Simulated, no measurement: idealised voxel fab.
process module | voxel fin reveal
cross-section cut | 285 nm wide | cells 5 nm
A cross-section is a grid of square cells, given in bands from the top down. A band is one or more rows of cells.
Each band's line starts with the height of the band's top and of its bottom, in nm. Then come its materials from left to right, each with its width in nm. One material with "throughout" fills the band from edge to edge. "air" is empty space.
Height 0 is the level under which the wafer as received is all one material. The lowest band goes on downwards, as in "0 down".
A width such as "30 to 40" changes by the same amount from each row of cells to the next, from the band's top row to its bottom row.
"no change" after a step means that no cell of the cross-section changed.
closed voids: empty space of 8 cells or more with no open way to the top, each as width x height at its distance from the left edge, in nm
after a step's settings: what the simulator itself notes on the step
overlay nm, on a step with a mask: how far to the right of its planned place the mask lay; to the left if negative
plan
1 op RECEIVE | material Si
2 op CONFORMAL_DEP | material SiN | thk nm 5
3 op DIRECTIONAL_DEP | material aC | thk nm 10
4 op PATTERN | tone cover | mask id FINS | material resist | width nm 15 | pitch nm 45 | thk nm 30 | overlay nm 0
5 op DIRECTIONAL_ETCH | etch materials aC | depth nm 10
6 op STRIP | etch materials resist
7 op DIRECTIONAL_ETCH | etch materials SiN | depth nm 5
8 op DIRECTIONAL_ETCH | etch materials Si | depth nm 40
9 op STRIP | etch materials aC
10 op FILL_DEP | material SiO2 | thk nm 15
11 op CMP | height nm 5
12 op SELECTIVE_ETCH | etch materials SiO2 | depth nm 20
13 op STRIP | etch materials SiN
14 op CONFORMAL_DEP | material SiO2 | thk nm 5
as received, after step 1
  0 down: Si throughout
  closed voids: none
a wafer at the end: this start, this plan, one mistake
  5 to 0: SiO2 95 | air 5 | SiO2 40 | air 5 | SiO2 40 | air 5 | SiO2 95
  0 to -10: Si 90 | SiO2 5 | air 5 | SiO2 5 | Si 30 | SiO2 5 | air 5 | SiO2 5 | Si 30 | SiO2 5 | air 5 | SiO2 5 | Si 90
  -10 to -40: Si 90 | SiO2 15 | Si 30 | SiO2 15 | Si 30 | SiO2 15 | Si 90
  -40 down: Si throughout
  closed voids: none
what went wrong: step 4 ran as: op PATTERN | tone open | mask id FINS | material resist | width nm 15 | pitch nm 45 | thk nm 30 | overlay nm 0
